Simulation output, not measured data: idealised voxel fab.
Process module heading - voxel capacitor over wiring
Displayed cross-section: cut, width of 210 nm, square cells sized 5 nm.
Cross-section spec: square-cell grid; bands listed top down; each band is one or more rows. For a band, the entry starts with two heights in nm, that of the top and then that of the bottom, and carries on with the band's materials in order from left to right, each alongside its width in nm; the word "full width" beside a single material means it fills the band edge to edge, and "empty" means empty space. Zero point of the height axis is 0; under it, received wafer = one material. Lowest band: continues down indefinitely, "from 0 down". Graded width ("30..40"): value in top row of band = first number; value in bottom row = second number; row-to-row change constant. Given "left unchanged" for a step, no cell of the cross-section differs between before and after that step. Look at "Internal closed voids" for the closed voids: empty spaces with no open path to the top, sized 8 cells or up. Each is width x height at distance, distance from the left edge, all nm. after a step's settings: what the simulator itself notes on the step. A step line may carry the setting "overlay nm", which, for steps involving a mask, states the distance by which the mask lay to the right of its intended position; negative values denote displacement to the left.
### These are the steps we planned for the process
step 1: RECEIVE: material Si
step 2: CONFORMAL_DEP: material SiO2, thk nm 15
step 3: CONFORMAL_DEP: material SiCN, thk nm 5
step 4: DIRECTIONAL_DEP: material SiO2, thk nm 25
step 5: MASKED_ETCH: tone open, mask id METAL_1, width nm 25, pitch nm 75, etch materials SiO2, depth nm 25, overlay nm -15
step 6: MASKED_ETCH: tone open, mask id METAL_1, width nm 25, pitch nm 75, etch materials SiCN, depth nm 5, overlay nm 0
step 7: CONFORMAL_DEP: material TiN, thk nm 5
step 8: FILL_DEP: material W, thk nm 10
step 9: CMP: height nm 45
step 10: EPI: material Ru, thk nm 5
step 11: FILL_DEP: material SiCN, thk nm 5
step 12: DIRECTIONAL_DEP: material SiO2, thk nm 10
step 13: MASKED_ETCH: tone open, mask id PLUG_1, width nm 15, etch materials SiO2, depth nm 10, overlay nm 0
step 14: MASKED_ETCH: tone open, mask id PLUG_1, width nm 15, etch materials SiCN, depth nm 5, overlay nm 0
step 15: CONFORMAL_DEP: material TiN, thk nm 5
step 16: FILL_DEP: material W, thk nm 5
step 17: CMP: height nm 65
step 18: DIRECTIONAL_DEP: material TiN, thk nm 10
step 19: DIRECTIONAL_DEP: material Al2O3, thk nm 5
step 20: DIRECTIONAL_DEP: material TiN, thk nm 10
step 21: PATTERN: tone cover, mask id UPPER_PLATE, material resist, width nm 55, thk nm 20, overlay nm 0
step 22: DIRECTIONAL_ETCH: etch materials TiN, depth nm 10
step 23: DIRECTIONAL_ETCH: etch materials Al2O3, depth nm 5
step 24: STRIP: etch materials resist
step 25: PATTERN: tone cover, mask id LOWER_PLATE, material resist, width nm 65, thk nm 15, overlay nm 0
step 26: DIRECTIONAL_ETCH: etch materials TiN, depth nm 10
step 27: STRIP: etch materials resist
step 28: FILL_DEP: material SiO2, thk nm 20
step 29: CMP: height nm 105
step 30: PATTERN: tone open, mask id PLUG_2, material resist, width nm 15, thk nm 20, overlay nm 0
step 31: DIRECTIONAL_ETCH: etch materials SiO2, depth nm 15
step 32: STRIP: etch materials resist
step 33: CONFORMAL_DEP: material TiN, thk nm 5
step 34: FILL_DEP: material Ru, thk nm 5
step 35: CMP: height nm 105
step 36: CONFORMAL_DEP: material SiCN, thk nm 5
Wafer-to-wafer difference: overlay nm, step 5. Common start. Plan = first wafer's value.
### Cross-section: the first of several wafers in its as-received state, i.e. following step 1
* from 0 down: Si full width
* Internal closed voids: none
### Last step of the module is step 36; after it, the first of several wafers in cross-section
* from 110 to 105: SiCN full width
* from 105 to 95: SiO2 (75); TiN (5); Ru (5); TiN (5); SiO2 (120)
* from 95 to 90: SiO2 (75); TiN (15); SiO2 (120)
* from 90 to 80: SiO2 (65); TiN (55); SiO2 (90)
* from 80 to 75: SiO2 (65); Al2O3 (55); SiO2 (90)
* from 75 to 65: SiO2 (60); TiN (65); SiO2 (85)
* from 65 to 55: SiO2 (65); TiN (5); W (5); TiN (5); SiO2 (130)
* from 55 to 50: SiCN (65); TiN (15); SiCN (130)
* from 50 to 45: SiCN (35); Ru (35); SiCN (40); Ru (35); SiCN (65)
* from 45 to 25: SiO2 (40); TiN (5); W (15); TiN (5); SiO2 (50); TiN (5); W (15); TiN (5); SiO2 (70)
* from 25 to 20: SiO2 (40); TiN (25); SiO2 (50); TiN (25); SiO2 (70)
* from 20 to 15: SiCN (55); TiN (10); SiCN (65); TiN (10); SiCN (70)
* from 15 to 0: SiO2 full width
* from 0 down: Si full width
* Internal closed voids: none
### Cross-section of the last wafer at end of module
* from 110 to 105: SiCN full width
* from 105 to 95: SiO2 (75); TiN (5); Ru (5); TiN (5); SiO2 (120)
* from 95 to 90: SiO2 (75); TiN (15); SiO2 (120)
* from 90 to 80: SiO2 (65); TiN (55); SiO2 (90)
* from 80 to 75: SiO2 (65); Al2O3 (55); SiO2 (90)
* from 75 to 65: SiO2 (60); TiN (65); SiO2 (85)
* from 65 to 55: SiO2 (65); TiN (5); W (5); TiN (5); SiO2 (130)
* from 55 to 50: SiCN (65); TiN (15); SiCN (130)
* from 50 to 45: SiCN (65); Ru (35); SiCN (40); Ru (35); SiCN (35)
* from 45 to 25: SiO2 (70); TiN (5); W (15); TiN (5); SiO2 (50); TiN (5); W (15); TiN (5); SiO2 (40)
* from 25 to 20: SiO2 (70); TiN (25); SiO2 (50); TiN (25); SiO2 (40)
* from 20 to 15: SiCN (70); TiN (10); SiCN (65); TiN (10); SiCN (55)
* from 15 to 0: SiO2 full width
* from 0 down: Si full width
* Internal closed voids: none
### The table below has one row for each wafer; a row shows, as of the end of the module, how many cells of each material the wafer has gained, marked (+), or lost, marked (-), since it was received, and then the wafer's closed voids
overlay nm -15 | +11 Al2O3 | +16 Ru | +147 SiCN | +632 SiO2 | +92 TiN | +26 W | Internal closed voids: none
overlay nm -10 | +11 Al2O3 | +16 Ru | +145 SiCN | +632 SiO2 | +92 TiN | +28 W | Internal closed voids: none
overlay nm -5 | +11 Al2O3 | +16 Ru | +143 SiCN | +632 SiO2 | +92 TiN | +30 W | Internal closed voids: none
overlay nm 0 | +11 Al2O3 | +16 Ru | +141 SiCN | +632 SiO2 | +92 TiN | +32 W | Internal closed voids: none
overlay nm 5 | +11 Al2O3 | +16 Ru | +143 SiCN | +632 SiO2 | +92 TiN | +30 W | Internal closed voids: none
overlay nm 10 | +11 Al2O3 | +16 Ru | +145 SiCN | +632 SiO2 | +92 TiN | +28 W | Internal closed voids: none
overlay nm 15 | +11 Al2O3 | +16 Ru | +147 SiCN | +632 SiO2 | +92 TiN | +26 W | Internal closed voids: none
